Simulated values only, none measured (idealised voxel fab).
process module | voxel self aligned contacts
cross-section cut | 225 nm wide | cells 5 nm
A cross-section is a grid of square cells, given in bands from the top down. A band is one or more rows of cells.
Each band's line starts with the height of the band's top and of its bottom, in nm. Then come its materials from left to right, each with its width in nm. One material with "throughout" fills the band from edge to edge. "air" is empty space.
Height 0 is the level under which the wafer as received is all one material. The lowest band goes on downwards, as in "0 down".
A width such as "30 to 40" changes by the same amount from each row of cells to the next, from the band's top row to its bottom row.
"no change" after a step means that no cell of the cross-section changed.
closed voids: empty space of 8 cells or more with no open way to the top, each as width x height at its distance from the left edge, in nm
after a step's settings: what the simulator itself notes on the step
overlay nm, on a step with a mask: how far to the right of its planned place the mask lay; to the left if negative
plan
1 op RECEIVE | material Si
2 op OXIDIZE | depth nm 5
3 op DIRECTIONAL_DEP | material polySi | thk nm 20
4 op DIRECTIONAL_DEP | material SiN | thk nm 25
5 op DIRECTIONAL_DEP | material aC | thk nm 10
6 op PATTERN | tone cover | mask id GATE | material resist | width nm 25 | pitch nm 70 | thk nm 25 | overlay nm 0
7 op DIRECTIONAL_ETCH | etch materials aC | depth nm 10
8 op STRIP | etch materials resist
9 op DIRECTIONAL_ETCH | etch materials SiN | depth nm 25
10 op DIRECTIONAL_ETCH | etch materials polySi | depth nm 20
11 op STRIP | etch materials aC
12 op CONFORMAL_DEP | material SiN | thk nm 10
13 op DIRECTIONAL_ETCH | etch materials SiN | depth nm 10
14 op FILL_DEP | material SiO2 | thk nm 15
15 op CMP | height nm 50
16 op DIRECTIONAL_DEP | material aC | thk nm 10
17 op PATTERN | tone open | mask id CONTACT | material resist | width nm 55 | pitch nm 70 | thk nm 30 | overlay nm 0
18 op DIRECTIONAL_ETCH | etch materials aC | depth nm 10
19 op STRIP | etch materials resist
20 op DIRECTIONAL_ETCH | etch materials SiO2 | depth nm 55
21 op STRIP | etch materials aC
22 op CONFORMAL_DEP | material TiN | thk nm 5
23 op FILL_DEP | material Ru | thk nm 10
24 op CMP | height nm 50
25 op CONFORMAL_DEP | material SiN | thk nm 5
as received, after step 1
  0 down: Si throughout
  closed voids: none
first wafer at the end, as planned
  55 to 50: SiN throughout
  50 to 45: SiO2 50 | TiN 20 | Ru 15 | TiN 20 | SiO2 15 | TiN 20 | Ru 15 | TiN 20 | SiO2 50
  45 to 20: SiO2 20 | SiN 45 | TiN 5 | Ru 15 | TiN 5 | SiN 45 | TiN 5 | Ru 15 | TiN 5 | SiN 45 | SiO2 20
  20 to 0: SiO2 20 | SiN 10 | polySi 25 | SiN 10 | TiN 5 | Ru 15 | TiN 5 | SiN 10 | polySi 25 | SiN 10 | TiN 5 | Ru 15 | TiN 5 | SiN 10 | polySi 25 | SiN 10 | SiO2 20
  0 to -5: SiO2 65 | TiN 25 | SiO2 45 | TiN 25 | SiO2 65
  -5 down: Si throughout
  closed voids: none
second wafer at the end: like start, like plan, one mistake
  55 to 50: SiN throughout
  50 to 45: SiO2 50 | TiN 20 | Ru 15 | TiN 20 | SiO2 15 | TiN 20 | Ru 15 | TiN 20 | SiO2 50
  45 to 20: SiO2 20 | SiN 45 | TiN 5 | Ru 15 | TiN 5 | SiN 45 | TiN 5 | Ru 15 | TiN 5 | SiN 45 | SiO2 20
  20 to 5: SiO2 20 | SiN 10 | polySi 25 | SiN 10 | TiN 5 | Ru 15 | TiN 5 | SiN 10 | polySi 25 | SiN 10 | TiN 5 | Ru 15 | TiN 5 | SiN 10 | polySi 25 | SiN 10 | SiO2 20
  5 to 0: SiO2 20 | SiN 10 | polySi 25 | SiN 10 | TiN 25 | SiN 10 | polySi 25 | SiN 10 | TiN 25 | SiN 10 | polySi 25 | SiN 10 | SiO2 20
  0 down: Si throughout
  closed voids: none
what went wrong: step 2 was left out
at the end the second wafer has, in cells: 6 fewer of Ru | 45 more of Si | 35 fewer of SiO2 | 4 fewer of TiN
